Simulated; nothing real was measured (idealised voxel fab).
The name of this process module is voxel self aligned vias.
Square cells of 5 nm make up the cross-section cut, whose width is 250 nm.
In what follows, cross-sections appear as grids of square cells, described through bands that run from the top down, where every band is one or more rows of cells.
For a band, the entry starts with two heights in nm, that of the top and then that of the bottom, and carries on with the band's materials in order from left to right, each alongside its width in nm; the word "everywhere" beside a single material means it fills the band edge to edge, and "air" means empty space.
Note: height 0 marks the level under which the wafer is uniformly one material as received. Lowest band unbounded below, written "top 0, no bottom".
Per-row width for "30..40": begins at first number (top row of band), ends at second number (bottom row), increment between rows held constant.
Where a step carries "nothing altered", the cross-section came out of it unchanged, cell for cell.
Heads up: "Closed-off voids" only lists the empty pockets with no open path to the top that are 8 cells or more, and it writes them as width x height at distance, distance from the left edge, in nm.
The remark found on a step's line after its settings is issued by the simulator itself and pertains to that step.
The "overlay nm" setting may appear on a step's line; for a step that uses a mask, it gives how far to the right of its planned position the mask lay, and a negative value indicates the left.

[Process steps foreseen in the plan]
1. RECEIVE: material Si
2. CONFORMAL_DEP: material SiO2, thk nm 15
3. CONFORMAL_DEP: material SiCN, thk nm 5
4. DIRECTIONAL_DEP: material lowk, thk nm 25
5. MASKED_ETCH: tone open, mask id LINES, width nm 25, pitch nm 60, etch materials lowk, depth nm 25, overlay nm -15
6. CONFORMAL_DEP: material TiN, thk nm 5
7. FILL_DEP: material W, thk nm 5
8. CMP: height nm 45
9. SELECTIVE_ETCH: etch materials W Ru TiN, depth nm 10
10. FILL_DEP: material SiN, thk nm 5
11. CMP: height nm 45
12. DIRECTIONAL_DEP: material lowk, thk nm 20
13. DIRECTIONAL_DEP: material aC, thk nm 10
14. PATTERN: tone open, mask id VIAS, material resist, width nm 45, pitch nm 60, thk nm 30, overlay nm 0
15. DIRECTIONAL_ETCH: etch materials aC, depth nm 10
16. STRIP: etch materials resist
17. DIRECTIONAL_ETCH: etch materials lowk, depth nm 20
18. DIRECTIONAL_ETCH: etch materials SiN, depth nm 10
19. STRIP: etch materials aC
20. CONFORMAL_DEP: material TiN, thk nm 5
21. FILL_DEP: material Cu, thk nm 10
22. CMP: height nm 65
23. CONFORMAL_DEP: material SiCN, thk nm 5
varied across the wafers: overlay nm of step 5. The plan shows the first wafer's value. All wafers start alike

[So this is the first of several wafers, cross-sectioned as it came to us, meaning it's at the end of step 1]
> top 0, no bottom = Si everywhere
> Closed-off voids: none

[Here's the first of several wafers in cross-section, end of the module, after the last step, step 23]
> top 70, bottom 65 = SiCN everywhere
> top 65, bottom 50 = 70 lowk; 5 TiN; 35 Cu; 5 TiN; 15 lowk; 5 TiN; 35 Cu; 5 TiN; 75 lowk
> top 50, bottom 45 = 70 lowk; 5 TiN; 10 Cu; 30 TiN; 15 lowk; 5 TiN; 10 Cu; 30 TiN; 75 lowk
> top 45, bottom 40 = 65 lowk; 5 SiN; 5 TiN; 10 Cu; 5 TiN; 35 lowk; 5 SiN; 5 TiN; 10 Cu; 5 TiN; 100 lowk
> top 40, bottom 35 = 65 lowk; 5 SiN; 20 TiN; 35 lowk; 5 SiN; 20 TiN; 100 lowk
> top 35, bottom 25 = 65 lowk; 5 TiN; 15 W; 5 TiN; 35 lowk; 5 TiN; 15 W; 5 TiN; 100 lowk
> top 25, bottom 20 = 65 lowk; 25 TiN; 35 lowk; 25 TiN; 100 lowk
> top 20, bottom 15 = SiCN everywhere
> top 15, bottom 0 = SiO2 everywhere
> top 0, no bottom = Si everywhere
> Closed-off voids: none

[End of module, last wafer sectioned]
> top 70, bottom 65 = SiCN everywhere
> top 65, bottom 50 = 70 lowk; 5 TiN; 35 Cu; 5 TiN; 15 lowk; 5 TiN; 35 Cu; 5 TiN; 75 lowk
> top 50, bottom 45 = 70 lowk; 30 TiN; 10 Cu; 5 TiN; 15 lowk; 30 TiN; 10 Cu; 5 TiN; 75 lowk
> top 45, bottom 40 = 95 lowk; 5 TiN; 10 Cu; 5 TiN; 5 SiN; 35 lowk; 5 TiN; 10 Cu; 5 TiN; 5 SiN; 70 lowk
> top 40, bottom 35 = 95 lowk; 20 TiN; 5 SiN; 35 lowk; 20 TiN; 5 SiN; 70 lowk
> top 35, bottom 25 = 95 lowk; 5 TiN; 15 W; 5 TiN; 35 lowk; 5 TiN; 15 W; 5 TiN; 70 lowk
> top 25, bottom 20 = 95 lowk; 25 TiN; 35 lowk; 25 TiN; 70 lowk
> top 20, bottom 15 = SiCN everywhere
> top 15, bottom 0 = SiO2 everywhere
> top 0, no bottom = Si everywhere
> Closed-off voids: none

[Basically each wafer gets a line in the table, showing it at the end of the module: material by material, the cells it gained (+) or lost (-) since we got it, then its closed voids]
overlay nm -15 | +50 Cu | +100 SiCN | +4 SiN | +150 SiO2 | +56 TiN | +12 W | +328 lowk | Closed-off voids: none
overlay nm -10 | +54 Cu | +100 SiCN | +150 SiO2 | +56 TiN | +12 W | +328 lowk | Closed-off voids: none
overlay nm -5 | +54 Cu | +100 SiCN | +150 SiO2 | +56 TiN | +12 W | +328 lowk | Closed-off voids: none
overlay nm 0 | +54 Cu | +100 SiCN | +150 SiO2 | +56 TiN | +12 W | +328 lowk | Closed-off voids: none
overlay nm 5 | +54 Cu | +100 SiCN | +150 SiO2 | +56 TiN | +12 W | +328 lowk | Closed-off voids: none
overlay nm 10 | +54 Cu | +100 SiCN | +150 SiO2 | +56 TiN | +12 W | +328 lowk | Closed-off voids: none
overlay nm 15 | +50 Cu | +100 SiCN | +4 SiN | +150 SiO2 | +56 TiN | +12 W | +328 lowk | Closed-off voids: none
